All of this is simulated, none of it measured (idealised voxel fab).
process module | voxel gate over fins
cross-section cut | 250 nm wide | cells 5 nm
A cross-section is a grid of square cells, given in bands from the top down. A band is one or more rows of cells.
Each band's line starts with the height of the band's top and of its bottom, in nm. Then come its materials from left to right, each with its width in nm. One material with "throughout" fills the band from edge to edge. "air" is empty space.
Height 0 is the level under which the wafer as received is all one material. The lowest band goes on downwards, as in "0 down".
A width such as "30 to 40" changes by the same amount from each row of cells to the next, from the band's top row to its bottom row.
"no change" after a step means that no cell of the cross-section changed.
closed voids: empty space of 8 cells or more with no open way to the top, each as width x height at its distance from the left edge, in nm
after a step's settings: what the simulator itself notes on the step
overlay nm, on a step with a mask: how far to the right of its planned place the mask lay; to the left if negative
Each pair below shows a cross-section before one step and the cross-section after it, down to the lowest band that changed. The line under each pair gives the step between them, with its settings. The pairs can come from different runs of this module on the same starting wafer, so a pair continues from the pair above only where its "before" says so.
before
  0 down: Si throughout
  closed voids: none
after
  10 to 0: SiN throughout
  below 0: unchanged
  closed voids: none
the step between: op CONFORMAL_DEP | material SiN | thk nm 10
before: the cross-section after the pair above
after
  30 to 10: air 100 | resist 15 | air 20 | resist 15 | air 100
  below 10: unchanged
  closed voids: none
the step between: op PATTERN | tone cover | mask id FINS | material resist | width nm 15 | pitch nm 35 | thk nm 20 | overlay nm 0
before: the cross-section after the pair above
after
  30 to 10: air 100 | resist 15 | air 20 | resist 15 | air 100
  10 to 0: air 100 | SiN 15 | air 20 | SiN 15 | air 100
  below 0: unchanged
  closed voids: none
the step between: op DIRECTIONAL_ETCH | etch materials SiN | depth nm 10
before: the cross-section after the pair above
after
  30 to 10: air 100 | resist 15 | air 20 | resist 15 | air 100
  10 to 0: air 100 | SiN 15 | air 20 | SiN 15 | air 100
  0 to -35: air 100 | Si 15 | air 20 | Si 15 | air 100
  below -35: unchanged
  closed voids: none
the step between: op DIRECTIONAL_ETCH | etch materials Si | depth nm 35
before: the cross-section after the pair above
after
  10 to 0: air 100 | SiN 15 | air 20 | SiN 15 | air 100
  below 0: unchanged
  closed voids: none
the step between: op STRIP | etch materials resist
before: the cross-section after the pair above
after
  20 to 10: SiO2 throughout
  10 to 0: SiO2 100 | SiN 15 | SiO2 20 | SiN 15 | SiO2 100
  0 to -35: SiO2 100 | Si 15 | SiO2 20 | Si 15 | SiO2 100
  below -35: unchanged
  closed voids: none
the step between: op FILL_DEP | material SiO2 | thk nm 10
before: the cross-section after the pair above
after
  10 to 0: SiO2 100 | SiN 15 | SiO2 20 | SiN 15 | SiO2 100
  below 0: unchanged
  closed voids: none
the step between: op CMP | height nm 10
before: the cross-section after the pair above
after
  10 to 0: air 100 | SiN 15 | air 20 | SiN 15 | air 100
  0 to -15: air 100 | Si 15 | air 20 | Si 15 | air 100
  below -15: unchanged
  closed voids: none
the step between: op SELECTIVE_ETCH | etch materials SiO2 | depth nm 25
before: the cross-section after the pair above
after
  0 to -15: air 100 | Si 15 | air 20 | Si 15 | air 100
  below -15: unchanged
  closed voids: none
the step between: op STRIP | etch materials SiN
before: the cross-section after the pair above
after
  5 to 0: air 95 | HfO2 25 | air 10 | HfO2 25 | air 95
  0 to -10: air 95 | HfO2 5 | Si 15 | HfO2 5 | air 10 | HfO2 5 | Si 15 | HfO2 5 | air 95
  -10 to -15: HfO2 100 | Si 15 | HfO2 20 | Si 15 | HfO2 100
  below -15: unchanged
  closed voids: none
the step between: op CONFORMAL_DEP | material HfO2 | thk nm 5
before: the cross-section after the pair above
after
  10 to 5: air 90 | TiN 70 | air 90
  5 to 0: air 90 | TiN 5 | HfO2 25 | TiN 10 | HfO2 25 | TiN 5 | air 90
  0 to -5: air 90 | TiN 5 | HfO2 5 | Si 15 | HfO2 5 | TiN 10 | HfO2 5 | Si 15 | HfO2 5 | TiN 5 | air 90
  -5 to -10: TiN 95 | HfO2 5 | Si 15 | HfO2 5 | TiN 10 | HfO2 5 | Si 15 | HfO2 5 | TiN 95
  below -10: unchanged
  closed voids: none
the step between: op CONFORMAL_DEP | material TiN | thk nm 5
before: the cross-section after the pair above
after
  15 to 10: air 85 | TiAl 80 | air 85
  10 to 5: air 85 | TiAl 5 | TiN 70 | TiAl 5 | air 85
  5 to 0: air 85 | TiAl 5 | TiN 5 | HfO2 25 | TiN 10 | HfO2 25 | TiN 5 | TiAl 5 | air 85
  0 to -5: TiAl 90 | TiN 5 | HfO2 5 | Si 15 | HfO2 5 | TiN 10 | HfO2 5 | Si 15 | HfO2 5 | TiN 5 | TiAl 90
  below -5: unchanged
  closed voids: none
the step between: op CONFORMAL_DEP | material TiAl | thk nm 5
before: the cross-section after the pair above
after
  20 to 15: air 80 | TiN 90 | air 80
  15 to 10: air 80 | TiN 5 | TiAl 80 | TiN 5 | air 80
  10 to 5: air 80 | TiN 5 | TiAl 5 | TiN 70 | TiAl 5 | TiN 5 | air 80
  5 to 0: TiN 85 | TiAl 5 | TiN 5 | HfO2 25 | TiN 10 | HfO2 25 | TiN 5 | TiAl 5 | TiN 85
  below 0: unchanged
  closed voids: none
the step between: op CONFORMAL_DEP | material TiN | thk nm 5
before: the cross-section after the pair above
after
  30 to 20: W throughout
  20 to 15: W 80 | TiN 90 | W 80
  15 to 10: W 80 | TiN 5 | TiAl 80 | TiN 5 | W 80
  10 to 5: W 80 | TiN 5 | TiAl 5 | TiN 70 | TiAl 5 | TiN 5 | W 80
  below 5: unchanged
  closed voids: none
the step between: op FILL_DEP | material W | thk nm 10
before: the cross-section after the pair above
after
  25 to 20: W throughout
  below 20: unchanged
  closed voids: none
the step between: op CMP | height nm 25
before: the cross-section after the pair above
after
  30 to 25: SiN throughout
  below 25: unchanged
  closed voids: none
the step between: op CONFORMAL_DEP | material SiN | thk nm 5
before
  0 to -15: air 100 | Si 15 | air 20 | Si 15 | air 100
  -15 to -35: SiO2 100 | Si 15 | SiO2 20 | Si 15 | SiO2 100
  -35 down: Si throughout
  closed voids: none
after
  5 to 0: air 95 | TiN 25 | air 10 | TiN 25 | air 95
  0 to -10: air 95 | TiN 5 | Si 15 | TiN 5 | air 10 | TiN 5 | Si 15 | TiN 5 | air 95
  -10 to -15: TiN 100 | Si 15 | TiN 20 | Si 15 | TiN 100
  below -15: unchanged
  closed voids: none
the step between: op CONFORMAL_DEP | material TiN | thk nm 5
before: the cross-section after the pair above
after
  10 to 5: air 90 | TiAl 70 | air 90
  5 to 0: air 90 | TiAl 5 | TiN 25 | TiAl 10 | TiN 25 | TiAl 5 | air 90
  0 to -5: air 90 | TiAl 5 | TiN 5 | Si 15 | TiN 5 | TiAl 10 | TiN 5 | Si 15 | TiN 5 | TiAl 5 | air 90
  -5 to -10: TiAl 95 | TiN 5 | Si 15 | TiN 5 | TiAl 10 | TiN 5 | Si 15 | TiN 5 | TiAl 95
  below -10: unchanged
  closed voids: none
the step between: op CONFORMAL_DEP | material TiAl | thk nm 5
before: the cross-section after the pair above
after
  15 to 10: air 85 | TiN 80 | air 85
  10 to 5: air 85 | TiN 5 | TiAl 70 | TiN 5 | air 85
  5 to 0: air 85 | TiN 5 | TiAl 5 | TiN 25 | TiAl 10 | TiN 25 | TiAl 5 | TiN 5 | air 85
  0 to -5: TiN 90 | TiAl 5 | TiN 5 | Si 15 | TiN 5 | TiAl 10 | TiN 5 | Si 15 | TiN 5 | TiAl 5 | TiN 90
  below -5: unchanged
  closed voids: none
the step between: op CONFORMAL_DEP | material TiN | thk nm 5
before: the cross-section after the pair above
after
  25 to 15: W throughout
  15 to 10: W 85 | TiN 80 | W 85
  10 to 5: W 85 | TiN 5 | TiAl 70 | TiN 5 | W 85
  5 to 0: W 85 | TiN 5 | TiAl 5 | TiN 25 | TiAl 10 | TiN 25 | TiAl 5 | TiN 5 | W 85
  below 0: unchanged
  closed voids: none
the step between: op FILL_DEP | material W | thk nm 10
before: the cross-section after the pair above
after
  30 to 25: SiN throughout
  below 25: unchanged
  closed voids: none
the step between: op CONFORMAL_DEP | material SiN | thk nm 5
before
  30 to 10: air 100 | resist 15 | air 20 | resist 15 | air 100
  10 to 0: air 100 | SiN 15 | air 20 | SiN 15 | air 100
  0 to -35: air 100 | Si 15 | air 20 | Si 15 | air 100
  -35 down: Si throughout
  closed voids: none
after
  30 to 10: air 100 | resist 15 | air 20 | resist 15 | air 100
  10 to 0: air 100 | SiN 15 | air 20 | SiN 15 | air 100
  0 to -70: air 100 | Si 15 | air 20 | Si 15 | air 100
  below -70: unchanged
  closed voids: none
the step between: op DIRECTIONAL_ETCH | etch materials Si | depth nm 35
before: the cross-section after the pair above
after
  10 to 0: air 100 | SiN 15 | air 20 | SiN 15 | air 100
  below 0: unchanged
  closed voids: none
the step between: op STRIP | etch materials resist
before: the cross-section after the pair above
after
  20 to 10: SiO2 throughout
  10 to 0: SiO2 100 | SiN 15 | SiO2 20 | SiN 15 | SiO2 100
  0 to -70: SiO2 100 | Si 15 | SiO2 20 | Si 15 | SiO2 100
  below -70: unchanged
  closed voids: none
the step between: op FILL_DEP | material SiO2 | thk nm 10
before: the cross-section after the pair above
after
  10 to 0: SiO2 100 | SiN 15 | SiO2 20 | SiN 15 | SiO2 100
  below 0: unchanged
  closed voids: none
the step between: op CMP | height nm 10
before: the cross-section after the pair above
after
  10 to 0: air 100 | SiN 15 | air 20 | SiN 15 | air 100
  0 to -15: air 100 | Si 15 | air 20 | Si 15 | air 100
  below -15: unchanged
  closed voids: none
the step between: op SELECTIVE_ETCH | etch materials SiO2 | depth nm 25
before: the cross-section after the pair above
after
  0 to -15: air 100 | Si 15 | air 20 | Si 15 | air 100
  below -15: unchanged
  closed voids: none
the step between: op STRIP | etch materials SiN
before: the cross-section after the pair above
after
  5 to 0: air 95 | HfO2 25 | air 10 | HfO2 25 | air 95
  0 to -10: air 95 | HfO2 5 | Si 15 | HfO2 5 | air 10 | HfO2 5 | Si 15 | HfO2 5 | air 95
  -10 to -15: HfO2 100 | Si 15 | HfO2 20 | Si 15 | HfO2 100
  below -15: unchanged
  closed voids: none
the step between: op CONFORMAL_DEP | material HfO2 | thk nm 5
before: the cross-section after the pair above
after
  10 to 5: air 90 | TiN 70 | air 90
  5 to 0: air 90 | TiN 5 | HfO2 25 | TiN 10 | HfO2 25 | TiN 5 | air 90
  0 to -5: air 90 | TiN 5 | HfO2 5 | Si 15 | HfO2 5 | TiN 10 | HfO2 5 | Si 15 | HfO2 5 | TiN 5 | air 90
  -5 to -10: TiN 95 | HfO2 5 | Si 15 | HfO2 5 | TiN 10 | HfO2 5 | Si 15 | HfO2 5 | TiN 95
  below -10: unchanged
  closed voids: none
the step between: op CONFORMAL_DEP | material TiN | thk nm 5
before: the cross-section after the pair above
after
  15 to 10: air 85 | TiAl 80 | air 85
  10 to 5: air 85 | TiAl 5 | TiN 70 | TiAl 5 | air 85
  5 to 0: air 85 | TiAl 5 | TiN 5 | HfO2 25 | TiN 10 | HfO2 25 | TiN 5 | TiAl 5 | air 85
  0 to -5: TiAl 90 | TiN 5 | HfO2 5 | Si 15 | HfO2 5 | TiN 10 | HfO2 5 | Si 15 | HfO2 5 | TiN 5 | TiAl 90
  below -5: unchanged
  closed voids: none
the step between: op CONFORMAL_DEP | material TiAl | thk nm 5
before: the cross-section after the pair above
after
  20 to 15: air 80 | TiN 90 | air 80
  15 to 10: air 80 | TiN 5 | TiAl 80 | TiN 5 | air 80
  10 to 5: air 80 | TiN 5 | TiAl 5 | TiN 70 | TiAl 5 | TiN 5 | air 80
  5 to 0: TiN 85 | TiAl 5 | TiN 5 | HfO2 25 | TiN 10 | HfO2 25 | TiN 5 | TiAl 5 | TiN 85
  below 0: unchanged
  closed voids: none
the step between: op CONFORMAL_DEP | material TiN | thk nm 5
before: the cross-section after the pair above
after
  30 to 20: W throughout
  20 to 15: W 80 | TiN 90 | W 80
  15 to 10: W 80 | TiN 5 | TiAl 80 | TiN 5 | W 80
  10 to 5: W 80 | TiN 5 | TiAl 5 | TiN 70 | TiAl 5 | TiN 5 | W 80
  below 5: unchanged
  closed voids: none
the step between: op FILL_DEP | material W | thk nm 10
before: the cross-section after the pair above
after
  25 to 20: W throughout
  below 20: unchanged
  closed voids: none
the step between: op CMP | height nm 25
before: the cross-section after the pair above
after
  30 to 25: SiN throughout
  below 25: unchanged
  closed voids: none
the step between: op CONFORMAL_DEP | material SiN | thk nm 5
before
  5 to 0: air 95 | TiN 25 | air 10 | TiN 25 | air 95
  0 to -10: air 95 | TiN 5 | Si 15 | TiN 5 | air 10 | TiN 5 | Si 15 | TiN 5 | air 95
  -10 to -15: TiN 100 | Si 15 | TiN 20 | Si 15 | TiN 100
  -15 to -35: SiO2 100 | Si 15 | SiO2 20 | Si 15 | SiO2 100
  -35 down: Si throughout
  closed voids: none
after
  10 to 5: air 90 | HfO2 70 | air 90
  5 to 0: air 90 | HfO2 5 | TiN 25 | HfO2 10 | TiN 25 | HfO2 5 | air 90
  0 to -5: air 90 | HfO2 5 | TiN 5 | Si 15 | TiN 5 | HfO2 10 | TiN 5 | Si 15 | TiN 5 | HfO2 5 | air 90
  -5 to -10: HfO2 95 | TiN 5 | Si 15 | TiN 5 | HfO2 10 | TiN 5 | Si 15 | TiN 5 | HfO2 95
  below -10: unchanged
  closed voids: none
the step between: op CONFORMAL_DEP | material HfO2 | thk nm 5
before: the cross-section after the pair above
after
  15 to 10: air 85 | TiAl 80 | air 85
  10 to 5: air 85 | TiAl 5 | HfO2 70 | TiAl 5 | air 85
  5 to 0: air 85 | TiAl 5 | HfO2 5 | TiN 25 | HfO2 10 | TiN 25 | HfO2 5 | TiAl 5 | air 85
  0 to -5: TiAl 90 | HfO2 5 | TiN 5 | Si 15 | TiN 5 | HfO2 10 | TiN 5 | Si 15 | TiN 5 | HfO2 5 | TiAl 90
  below -5: unchanged
  closed voids: none
the step between: op CONFORMAL_DEP | material TiAl | thk nm 5
before: the cross-section after the pair above
after
  20 to 15: air 80 | TiN 90 | air 80
  15 to 10: air 80 | TiN 5 | TiAl 80 | TiN 5 | air 80
  10 to 5: air 80 | TiN 5 | TiAl 5 | HfO2 70 | TiAl 5 | TiN 5 | air 80
  5 to 0: TiN 85 | TiAl 5 | HfO2 5 | TiN 25 | HfO2 10 | TiN 25 | HfO2 5 | TiAl 5 | TiN 85
  below 0: unchanged
  closed voids: none
the step between: op CONFORMAL_DEP | material TiN | thk nm 5
before: the cross-section after the pair above
after
  30 to 20: W throughout
  20 to 15: W 80 | TiN 90 | W 80
  15 to 10: W 80 | TiN 5 | TiAl 80 | TiN 5 | W 80
  10 to 5: W 80 | TiN 5 | TiAl 5 | HfO2 70 | TiAl 5 | TiN 5 | W 80
  below 5: unchanged
  closed voids: none
the step between: op FILL_DEP | material W | thk nm 10
before: the cross-section after the pair above
after
  25 to 20: W throughout
  below 20: unchanged
  closed voids: none
the step between: op CMP | height nm 25
before: the cross-section after the pair above
after
  30 to 25: SiN throughout
  below 25: unchanged
  closed voids: none
the step between: op CONFORMAL_DEP | material SiN | thk nm 5
before
  0 to -15: air 100 | Si 15 | air 20 | Si 15 | air 100
  -15 to -35: SiO2 100 | Si 15 | SiO2 20 | Si 15 | SiO2 100
  -35 down: Si throughout
  closed voids: none
after
  15 to 0: air 85 | HfO2 80 | air 85
  0 to -15: HfO2 100 | Si 15 | HfO2 20 | Si 15 | HfO2 100
  below -15: unchanged
  closed voids: none
the step between: op CONFORMAL_DEP | material HfO2 | thk nm 15
before: the cross-section after the pair above
after
  20 to 15: air 80 | TiN 90 | air 80
  15 to 5: air 80 | TiN 5 | HfO2 80 | TiN 5 | air 80
  5 to 0: TiN 85 | HfO2 80 | TiN 85
  below 0: unchanged
  closed voids: none
the step between: op CONFORMAL_DEP | material TiN | thk nm 5
before: the cross-section after the pair above
after
  25 to 20: air 75 | TiAl 100 | air 75
  20 to 15: air 75 | TiAl 5 | TiN 90 | TiAl 5 | air 75
  15 to 10: air 75 | TiAl 5 | TiN 5 | HfO2 80 | TiN 5 | TiAl 5 | air 75
  10 to 5: TiAl 80 | TiN 5 | HfO2 80 | TiN 5 | TiAl 80
  below 5: unchanged
  closed voids: none
the step between: op CONFORMAL_DEP | material TiAl | thk nm 5
before: the cross-section after the pair above
after
  30 to 25: air 70 | TiN 110 | air 70
  25 to 20: air 70 | TiN 5 | TiAl 100 | TiN 5 | air 70
  20 to 15: air 70 | TiN 5 | TiAl 5 | TiN 90 | TiAl 5 | TiN 5 | air 70
  15 to 10: TiN 75 | TiAl 5 | TiN 5 | HfO2 80 | TiN 5 | TiAl 5 | TiN 75
  below 10: unchanged
  closed voids: none
the step between: op CONFORMAL_DEP | material TiN | thk nm 5
before: the cross-section after the pair above
after
  40 to 30: W throughout
  30 to 25: W 70 | TiN 110 | W 70
  25 to 20: W 70 | TiN 5 | TiAl 100 | TiN 5 | W 70
  20 to 15: W 70 | TiN 5 | TiAl 5 | TiN 90 | TiAl 5 | TiN 5 | W 70
  below 15: unchanged
  closed voids: none
the step between: op FILL_DEP | material W | thk nm 10
before: the cross-section after the pair above
after
  25 to 20: W 70 | TiN 5 | TiAl 100 | TiN 5 | W 70
  below 20: unchanged
  closed voids: none
the step between: op CMP | height nm 25
before: the cross-section after the pair above
after
  30 to 25: SiN throughout
  below 25: unchanged
  closed voids: none
the step between: op CONFORMAL_DEP | material SiN | thk nm 5
before
  10 to 0: SiN throughout
  0 down: Si throughout
  closed voids: none
after
  30 to 10: air 100 | resist 20 | air 15 | resist 20 | air 95
  below 10: unchanged
  closed voids: none
the step between: op PATTERN | tone cover | mask id FINS | material resist | width nm 20 | pitch nm 35 | thk nm 20 | overlay nm 0
before: the cross-section after the pair above
after
  30 to 10: air 100 | resist 20 | air 15 | resist 20 | air 95
  10 to 0: air 100 | SiN 20 | air 15 | SiN 20 | air 95
  below 0: unchanged
  closed voids: none
the step between: op DIRECTIONAL_ETCH | etch materials SiN | depth nm 10
before: the cross-section after the pair above
after
  30 to 10: air 100 | resist 20 | air 15 | resist 20 | air 95
  10 to 0: air 100 | SiN 20 | air 15 | SiN 20 | air 95
  0 to -35: air 100 | Si 20 | air 15 | Si 20 | air 95
  below -35: unchanged
  closed voids: none
the step between: op DIRECTIONAL_ETCH | etch materials Si | depth nm 35
before: the cross-section after the pair above
after
  10 to 0: air 100 | SiN 20 | air 15 | SiN 20 | air 95
  below 0: unchanged
  closed voids: none
the step between: op STRIP | etch materials resist
before: the cross-section after the pair above
after
  20 to 10: SiO2 throughout
  10 to 0: SiO2 100 | SiN 20 | SiO2 15 | SiN 20 | SiO2 95
  0 to -35: SiO2 100 | Si 20 | SiO2 15 | Si 20 | SiO2 95
  below -35: unchanged
  closed voids: none
the step between: op FILL_DEP | material SiO2 | thk nm 10
before: the cross-section after the pair above
after
  10 to 0: SiO2 100 | SiN 20 | SiO2 15 | SiN 20 | SiO2 95
  below 0: unchanged
  closed voids: none
the step between: op CMP | height nm 10
before: the cross-section after the pair above
after
  10 to 0: air 100 | SiN 20 | air 15 | SiN 20 | air 95
  0 to -15: air 100 | Si 20 | air 15 | Si 20 | air 95
  below -15: unchanged
  closed voids: none
the step between: op SELECTIVE_ETCH | etch materials SiO2 | depth nm 25
before: the cross-section after the pair above
after
  0 to -15: air 100 | Si 20 | air 15 | Si 20 | air 95
  below -15: unchanged
  closed voids: none
the step between: op STRIP | etch materials SiN
before: the cross-section after the pair above
after
  5 to 0: air 95 | HfO2 30 | air 5 | HfO2 30 | air 90
  0 to -10: air 95 | HfO2 5 | Si 20 | HfO2 5 | air 5 | HfO2 5 | Si 20 | HfO2 5 | air 90
  -10 to -15: HfO2 100 | Si 20 | HfO2 15 | Si 20 | HfO2 95
  below -15: unchanged
  closed voids: none
the step between: op CONFORMAL_DEP | material HfO2 | thk nm 5
before: the cross-section after the pair above
after
  10 to 5: air 90 | TiN 75 | air 85
  5 to 0: air 90 | TiN 5 | HfO2 30 | TiN 5 | HfO2 30 | TiN 5 | air 85
  0 to -5: air 90 | TiN 5 | HfO2 5 | Si 20 | HfO2 5 | TiN 5 | HfO2 5 | Si 20 | HfO2 5 | TiN 5 | air 85
  -5 to -10: TiN 95 | HfO2 5 | Si 20 | HfO2 5 | TiN 5 | HfO2 5 | Si 20 | HfO2 5 | TiN 90
  below -10: unchanged
  closed voids: none
the step between: op CONFORMAL_DEP | material TiN | thk nm 5
before: the cross-section after the pair above
after
  15 to 10: air 85 | TiAl 85 | air 80
  10 to 5: air 85 | TiAl 5 | TiN 75 | TiAl 5 | air 80
  5 to 0: air 85 | TiAl 5 | TiN 5 | HfO2 30 | TiN 5 | HfO2 30 | TiN 5 | TiAl 5 | air 80
  0 to -5: TiAl 90 | TiN 5 | HfO2 5 | Si 20 | HfO2 5 | TiN 5 | HfO2 5 | Si 20 | HfO2 5 | TiN 5 | TiAl 85
  below -5: unchanged
  closed voids: none
the step between: op CONFORMAL_DEP | material TiAl | thk nm 5
before: the cross-section after the pair above
after
  20 to 15: air 80 | TiN 95 | air 75
  15 to 10: air 80 | TiN 5 | TiAl 85 | TiN 5 | air 75
  10 to 5: air 80 | TiN 5 | TiAl 5 | TiN 75 | TiAl 5 | TiN 5 | air 75
  5 to 0: TiN 85 | TiAl 5 | TiN 5 | HfO2 30 | TiN 5 | HfO2 30 | TiN 5 | TiAl 5 | TiN 80
  below 0: unchanged
  closed voids: none
the step between: op CONFORMAL_DEP | material TiN | thk nm 5
before: the cross-section after the pair above
after
  30 to 20: W throughout
  20 to 15: W 80 | TiN 95 | W 75
  15 to 10: W 80 | TiN 5 | TiAl 85 | TiN 5 | W 75
  10 to 5: W 80 | TiN 5 | TiAl 5 | TiN 75 | TiAl 5 | TiN 5 | W 75
  below 5: unchanged
  closed voids: none
the step between: op FILL_DEP | material W | thk nm 10
before: the cross-section after the pair above
after
  25 to 20: W throughout
  below 20: unchanged
  closed voids: none
the step between: op CMP | height nm 25
before: the cross-section after the pair above
after
  30 to 25: SiN throughout
  below 25: unchanged
  closed voids: none
the step between: op CONFORMAL_DEP | material SiN | thk nm 5
before
  10 to 0: SiN throughout
  0 down: Si throughout
  closed voids: none
after
  30 to 10: air 90 | resist 15 | air 20 | resist 15 | air 110
  below 10: unchanged
  closed voids: none
the step between: op PATTERN | tone cover | mask id FINS | material resist | width nm 15 | pitch nm 35 | thk nm 20 | overlay nm -10
before: the cross-section after the pair above
after
  30 to 10: air 90 | resist 15 | air 20 | resist 15 | air 110
  10 to 0: air 90 | SiN 15 | air 20 | SiN 15 | air 110
  below 0: unchanged
  closed voids: none
the step between: op DIRECTIONAL_ETCH | etch materials SiN | depth nm 10
before: the cross-section after the pair above
after
  30 to 10: air 90 | resist 15 | air 20 | resist 15 | air 110
  10 to 0: air 90 | SiN 15 | air 20 | SiN 15 | air 110
  0 to -35: air 90 | Si 15 | air 20 | Si 15 | air 110
  below -35: unchanged
  closed voids: none
the step between: op DIRECTIONAL_ETCH | etch materials Si | depth nm 35
before: the cross-section after the pair above
after
  10 to 0: air 90 | SiN 15 | air 20 | SiN 15 | air 110
  below 0: unchanged
  closed voids: none
the step between: op STRIP | etch materials resist
before: the cross-section after the pair above
after
  20 to 10: SiO2 throughout
  10 to 0: SiO2 90 | SiN 15 | SiO2 20 | SiN 15 | SiO2 110
  0 to -35: SiO2 90 | Si 15 | SiO2 20 | Si 15 | SiO2 110
  below -35: unchanged
  closed voids: none
the step between: op FILL_DEP | material SiO2 | thk nm 10
before: the cross-section after the pair above
after
  10 to 0: SiO2 90 | SiN 15 | SiO2 20 | SiN 15 | SiO2 110
  below 0: unchanged
  closed voids: none
the step between: op CMP | height nm 10
before: the cross-section after the pair above
after
  10 to 0: air 90 | SiN 15 | air 20 | SiN 15 | air 110
  0 to -15: air 90 | Si 15 | air 20 | Si 15 | air 110
  below -15: unchanged
  closed voids: none
the step between: op SELECTIVE_ETCH | etch materials SiO2 | depth nm 25
before: the cross-section after the pair above
after
  0 to -15: air 90 | Si 15 | air 20 | Si 15 | air 110
  below -15: unchanged
  closed voids: none
the step between: op STRIP | etch materials SiN
before: the cross-section after the pair above
after
  5 to 0: air 85 | HfO2 25 | air 10 | HfO2 25 | air 105
  0 to -10: air 85 | HfO2 5 | Si 15 | HfO2 5 | air 10 | HfO2 5 | Si 15 | HfO2 5 | air 105
  -10 to -15: HfO2 90 | Si 15 | HfO2 20 | Si 15 | HfO2 110
  below -15: unchanged
  closed voids: none
the step between: op CONFORMAL_DEP | material HfO2 | thk nm 5
before: the cross-section after the pair above
after
  10 to 5: air 80 | TiN 70 | air 100
  5 to 0: air 80 | TiN 5 | HfO2 25 | TiN 10 | HfO2 25 | TiN 5 | air 100
  0 to -5: air 80 | TiN 5 | HfO2 5 | Si 15 | HfO2 5 | TiN 10 | HfO2 5 | Si 15 | HfO2 5 | TiN 5 | air 100
  -5 to -10: TiN 85 | HfO2 5 | Si 15 | HfO2 5 | TiN 10 | HfO2 5 | Si 15 | HfO2 5 | TiN 105
  below -10: unchanged
  closed voids: none
the step between: op CONFORMAL_DEP | material TiN | thk nm 5
before: the cross-section after the pair above
after
  15 to 10: air 75 | TiAl 80 | air 95
  10 to 5: air 75 | TiAl 5 | TiN 70 | TiAl 5 | air 95
  5 to 0: air 75 | TiAl 5 | TiN 5 | HfO2 25 | TiN 10 | HfO2 25 | TiN 5 | TiAl 5 | air 95
  0 to -5: TiAl 80 | TiN 5 | HfO2 5 | Si 15 | HfO2 5 | TiN 10 | HfO2 5 | Si 15 | HfO2 5 | TiN 5 | TiAl 100
  below -5: unchanged
  closed voids: none
the step between: op CONFORMAL_DEP | material TiAl | thk nm 5
before: the cross-section after the pair above
after
  20 to 15: air 70 | TiN 90 | air 90
  15 to 10: air 70 | TiN 5 | TiAl 80 | TiN 5 | air 90
  10 to 5: air 70 | TiN 5 | TiAl 5 | TiN 70 | TiAl 5 | TiN 5 | air 90
  5 to 0: TiN 75 | TiAl 5 | TiN 5 | HfO2 25 | TiN 10 | HfO2 25 | TiN 5 | TiAl 5 | TiN 95
  below 0: unchanged
  closed voids: none
the step between: op CONFORMAL_DEP | material TiN | thk nm 5
before: the cross-section after the pair above
after
  30 to 20: W throughout
  20 to 15: W 70 | TiN 90 | W 90
  15 to 10: W 70 | TiN 5 | TiAl 80 | TiN 5 | W 90
  10 to 5: W 70 | TiN 5 | TiAl 5 | TiN 70 | TiAl 5 | TiN 5 | W 90
  below 5: unchanged
  closed voids: none
the step between: op FILL_DEP | material W | thk nm 10
before: the cross-section after the pair above
after
  25 to 20: W throughout
  below 20: unchanged
  closed voids: none
the step between: op CMP | height nm 25
before: the cross-section after the pair above
after
  30 to 25: SiN throughout
  below 25: unchanged
  closed voids: none
the step between: op CONFORMAL_DEP | material SiN | thk nm 5
before
  5 to 0: air 95 | TiN 25 | air 10 | TiN 25 | air 95
  0 to -10: air 95 | TiN 5 | Si 15 | TiN 5 | air 10 | TiN 5 | Si 15 | TiN 5 | air 95
  -10 to -15: TiN 100 | Si 15 | TiN 20 | Si 15 | TiN 100
  -15 to -35: SiO2 100 | Si 15 | SiO2 20 | Si 15 | SiO2 100
  -35 down: Si throughout
  closed voids: none
after
  10 to 0: air 90 | TiN 70 | air 90
  0 to -5: air 90 | TiN 10 | Si 15 | TiN 20 | Si 15 | TiN 10 | air 90
  -5 to -15: TiN 100 | Si 15 | TiN 20 | Si 15 | TiN 100
  below -15: unchanged
  closed voids: none
the step between: op CONFORMAL_DEP | material TiN | thk nm 5
before: the cross-section after the pair above
after
  15 to 10: air 85 | TiAl 80 | air 85
  10 to 0: air 85 | TiAl 5 | TiN 70 | TiAl 5 | air 85
  0 to -5: TiAl 90 | TiN 10 | Si 15 | TiN 20 | Si 15 | TiN 10 | TiAl 90
  below -5: unchanged
  closed voids: none
the step between: op CONFORMAL_DEP | material TiAl | thk nm 5
before: the cross-section after the pair above
after
  20 to 15: air 80 | TiN 90 | air 80
  15 to 10: air 80 | TiN 5 | TiAl 80 | TiN 5 | air 80
  10 to 5: air 80 | TiN 5 | TiAl 5 | TiN 70 | TiAl 5 | TiN 5 | air 80
  5 to 0: TiN 85 | TiAl 5 | TiN 70 | TiAl 5 | TiN 85
  below 0: unchanged
  closed voids: none
the step between: op CONFORMAL_DEP | material TiN | thk nm 5
before: the cross-section after the pair above
after
  30 to 20: W throughout
  20 to 15: W 80 | TiN 90 | W 80
  15 to 10: W 80 | TiN 5 | TiAl 80 | TiN 5 | W 80
  10 to 5: W 80 | TiN 5 | TiAl 5 | TiN 70 | TiAl 5 | TiN 5 | W 80
  below 5: unchanged
  closed voids: none
the step between: op FILL_DEP | material W | thk nm 10
before: the cross-section after the pair above
after
  25 to 20: W throughout
  below 20: unchanged
  closed voids: none
the step between: op CMP | height nm 25
before: the cross-section after the pair above
after
  30 to 25: SiN throughout
  below 25: unchanged
  closed voids: none
the step between: op CONFORMAL_DEP | material SiN | thk nm 5
before
  10 to 0: SiN throughout
  0 down: Si throughout
  closed voids: none
after
  30 to 10: resist 100 | air 15 | resist 20 | air 15 | resist 100
  below 10: unchanged
  closed voids: none
the step between: op PATTERN | tone open | mask id FINS | material resist | width nm 15 | pitch nm 35 | thk nm 20 | overlay nm 0
before: the cross-section after the pair above
after
  30 to 10: resist 100 | air 15 | resist 20 | air 15 | resist 100
  10 to 0: SiN 100 | air 15 | SiN 20 | air 15 | SiN 100
  below 0: unchanged
  closed voids: none
the step between: op DIRECTIONAL_ETCH | etch materials SiN | depth nm 10
before: the cross-section after the pair above
after
  30 to 10: resist 100 | air 15 | resist 20 | air 15 | resist 100
  10 to 0: SiN 100 | air 15 | SiN 20 | air 15 | SiN 100
  0 to -35: Si 100 | air 15 | Si 20 | air 15 | Si 100
  below -35: unchanged
  closed voids: none
the step between: op DIRECTIONAL_ETCH | etch materials Si | depth nm 35
before: the cross-section after the pair above
after
  10 to 0: SiN 100 | air 15 | SiN 20 | air 15 | SiN 100
  below 0: unchanged
  closed voids: none
the step between: op STRIP | etch materials resist
before: the cross-section after the pair above
after
  20 to 10: SiO2 throughout
  10 to 0: SiN 100 | SiO2 15 | SiN 20 | SiO2 15 | SiN 100
  0 to -35: Si 100 | SiO2 15 | Si 20 | SiO2 15 | Si 100
  below -35: unchanged
  closed voids: none
the step between: op FILL_DEP | material SiO2 | thk nm 10
before: the cross-section after the pair above
after
  10 to 0: SiN 100 | SiO2 15 | SiN 20 | SiO2 15 | SiN 100
  below 0: unchanged
  closed voids: none
the step between: op CMP | height nm 10
